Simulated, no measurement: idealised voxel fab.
The following process module bears the name voxel released beams.
The cross-section on display is named cut; it measures 245 nm wide, and its cells are 5 nm squares.
How to read a cross-section here: the picture is a grid of square cells, written as bands going from the top down, and any band can span one or more rows of cells.
Heads up on the band format: heights come first, top then bottom, in nm. After that it's the materials left to right, each with its width in nm. A single material flagged "full width" fills the whole band edge to edge, and "empty" means there's empty space there.
Beneath 0, the wafer as received is one material, and that level is where height counting begins. The lowest band goes on downward without a bottom; it is written like "0..down".
The expression "30..40" gives the width at the extremes of the band, the first number at its top row of cells and the second at its bottom row, with the width changing by equal amounts from each row to the next in between.
The designation "no alterations made", where it is given for a processing step, indicates that no cell of the cross-section was altered in the course of that step.
"Sealed cavities": empty spaces of 8 cells or more with no open way to the top, each given as width x height at distance, distance from the left edge, all in nm.
Read whatever lies past the settings on a step's line as the simulator's own remark about the step.
overlay nm: mask offset rightward from planned place, masked step; negative means leftward offset.

## Planned step list for the process
1) RECEIVE | material Si
2) CONFORMAL_DEP | material Al2O3 | thk nm 10
3) DIRECTIONAL_DEP | material SiO2 | thk nm 20
4) MASKED_ETCH | tone open | mask id ANCHOR | width nm 45 | etch materials SiO2 | depth nm 20 | overlay nm 0
5) CONFORMAL_DEP | material polySi | thk nm 15
6) MASKED_ETCH | tone cover | mask id BEAM | width nm 105 | etch materials polySi | depth nm 15 | overlay nm 0
7) STRIP | etch materials SiO2

## Run as planned: first of two wafers

## The cross-section here shows the wafer as received, i.e. in its state after step 1
0..down | Si full width
Sealed cavities: none

## The following cross-section depicts the wafer upon completion of step 2
10..0 | Al2O3 full width
Heights below 0 show no change.

## The following cross-section depicts the wafer upon completion of step 3
30..10 | SiO2 full width
Heights below 10 show no change.

## The following cross-section depicts the wafer upon completion of step 4
30..10 | 70 nm SiO2 / 45 nm empty / 130 nm SiO2
Heights below 10 show no change.

## The following cross-section depicts the wafer upon completion of step 5
45..30 | 85 nm polySi / 15 nm empty / 145 nm polySi
30..25 | 70 nm SiO2 / 15 nm polySi / 15 nm empty / 15 nm polySi / 130 nm SiO2
25..10 | 70 nm SiO2 / 45 nm polySi / 130 nm SiO2
Heights below 10 show no change.

## The following cross-section depicts the wafer upon completion of step 6
45..30 | 65 nm empty / 20 nm polySi / 15 nm empty / 70 nm polySi / 75 nm empty
Heights below 30 show no change.

## The following cross-section depicts the wafer upon completion of step 7
45..30 | 65 nm empty / 20 nm polySi / 15 nm empty / 70 nm polySi / 75 nm empty
30..25 | 70 nm empty / 15 nm polySi / 15 nm empty / 15 nm polySi / 130 nm empty
25..10 | 70 nm empty / 45 nm polySi / 130 nm empty
Heights below 10 show no change.

## The second wafer: identical to the first at the outset and in its planned sequence, differing only in that one mistake was made during processing; up to and including step 1, its path is the first wafer's path

## Second wafer, sectioned view, at step 2's planned end time
5..0 | Al2O3 full width
Heights below 0 show no change.

## Second wafer, sectioned view, at step 3's planned end time
25..5 | SiO2 full width
Heights below 5 show no change.

## Second wafer, sectioned view, at step 4's planned end time
25..5 | 70 nm SiO2 / 45 nm empty / 130 nm SiO2
Heights below 5 show no change.

## Second wafer, sectioned view, at step 5's planned end time
40..25 | 85 nm polySi / 15 nm empty / 145 nm polySi
25..20 | 70 nm SiO2 / 15 nm polySi / 15 nm empty / 15 nm polySi / 130 nm SiO2
20..5 | 70 nm SiO2 / 45 nm polySi / 130 nm SiO2
Heights below 5 show no change.

## Second wafer, sectioned view, at step 6's planned end time
40..25 | 65 nm empty / 20 nm polySi / 15 nm empty / 70 nm polySi / 75 nm empty
Heights below 25 show no change.

## Second wafer, sectioned view, at step 7's planned end time
40..25 | 65 nm empty / 20 nm polySi / 15 nm empty / 70 nm polySi / 75 nm empty
25..20 | 70 nm empty / 15 nm polySi / 15 nm empty / 15 nm polySi / 130 nm empty
20..5 | 70 nm empty / 45 nm polySi / 130 nm empty
Heights below 5 show no change.
What was the processing mistake? contrary to plan, step 2 was performed as CONFORMAL_DEP | material Al2O3 | thk nm 5
Final cells, second wafer relative to first, materials higher or lower: Al2O3: 49 fewer
